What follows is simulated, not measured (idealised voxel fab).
process module | voxel self aligned vias
The cross-section on display is named cut; it measures 165 nm wide, and its cells are 5 nm squares.
Heads up, the way a cross-section reads in here is a grid of square cells, handed over as bands from the top down, with every band being one or more rows of cells. A band entry consists of two parts. The first gives the height of the band's top and the height of its bottom, in nm. The rest lists the band's materials from left to right, each with its width in nm. A single material labelled with the word "edge to edge" fills the band from edge to edge, and the word "air" marks empty space. Basically, 0 is our baseline, since under it the wafer straight out of the box is all one material. The bottom band has no lower end and keeps on going down, so it looks like "z 0 and below". Per-row width for "30 to 40": begins at first number (top row of band), ends at second number (bottom row), increment between rows held constant. "remains unaltered" (step): cross-section cells unchanged, all of them. "Enclosed void inventory" lists enclosed empty spaces (at least 8 cells, no open path upward to the top), each as width x height at distance from the left edge, in nm. Note: text after step settings on the step line = simulator remark on that step. overlay nm, on a step with a mask: how far to the right of its planned place the mask lay; to the left if negative.
# The process steps that were planned are listed below
- 1: RECEIVE [material Si]
- 2: CONFORMAL_DEP [material SiO2] [thk nm 15]
- 3: CONFORMAL_DEP [material SiCN] [thk nm 5]
- 4: DIRECTIONAL_DEP [material SiO2] [thk nm 30]
- 5: PATTERN [tone open] [mask id LINES] [material resist] [width nm 25] [pitch nm 75] [thk nm 20] [overlay nm 0]
- 6: DIRECTIONAL_ETCH [etch materials SiO2] [depth nm 30]
- 7: STRIP [etch materials resist]
- 8: CONFORMAL_DEP [material TiN] [thk nm 5]
- 9: FILL_DEP [material Ru] [thk nm 5]
- 10: CMP [height nm 50]
- 11: SELECTIVE_ETCH [etch materials W Ru TiN] [depth nm 5]
- 12: FILL_DEP [material SiN] [thk nm 5]
- 13: CMP [height nm 50]
- 14: DIRECTIONAL_DEP [material SiO2] [thk nm 20]
- 15: PATTERN [tone open] [mask id VIAS] [material resist] [width nm 45] [pitch nm 75] [thk nm 20] [overlay nm 0]
- 16: DIRECTIONAL_ETCH [etch materials SiO2] [depth nm 20]
- 17: DIRECTIONAL_ETCH [etch materials SiN] [depth nm 5]
- 18: STRIP [etch materials resist]
- 19: CONFORMAL_DEP [material TiN] [thk nm 5]
- 20: FILL_DEP [material Cu] [thk nm 10]
- 21: CMP [height nm 70]
- 22: CONFORMAL_DEP [material SiN] [thk nm 5]
# The cross-section here shows the wafer as received, i.e. in its state after step 1
> z 0 and below = Si edge to edge
> Enclosed void inventory: none
# Cross-sectional image of the first of two wafers at the end of the module, the run having proceeded as planned
> z 75 to 70 = SiN edge to edge
> z 70 to 55 = SiO2 20; TiN 5; Cu 35; TiN 5; SiO2 30; TiN 5; Cu 35; TiN 5; SiO2 25
> z 55 to 50 = SiO2 20; TiN 15; Cu 15; TiN 15; SiO2 30; TiN 15; Cu 15; TiN 15; SiO2 25
> z 50 to 45 = SiO2 30; TiN 25; SiO2 50; TiN 25; SiO2 35
> z 45 to 25 = SiO2 30; TiN 5; Ru 15; TiN 5; SiO2 50; TiN 5; Ru 15; TiN 5; SiO2 35
> z 25 to 20 = SiO2 30; TiN 25; SiO2 50; TiN 25; SiO2 35
> z 20 to 15 = SiCN edge to edge
> z 15 to 0 = SiO2 edge to edge
> z 0 and below = Si edge to edge
> Enclosed void inventory: none
# Wafer two (of two), end-of-module cross-section: start = wafer one, plan = wafer one, one run mistake
> z 75 to 70 = SiN edge to edge
> z 70 to 55 = SiO2 20; TiN 5; Cu 35; TiN 5; SiO2 30; TiN 5; Cu 35; TiN 5; SiO2 25
> z 55 to 50 = SiO2 20; TiN 45; SiO2 30; TiN 45; SiO2 25
> z 50 to 45 = SiCN edge to edge
> z 45 to 0 = SiO2 edge to edge
> z 0 and below = Si edge to edge
> Enclosed void inventory: none
Against the plan, the run slipped here: ran 3 and 4 in swapped order versus the plan
End check, counted in cells, second wafer has more or fewer of these materials than the first: Cu -6 | Ru -24 | SiO2 +60 | TiN -30
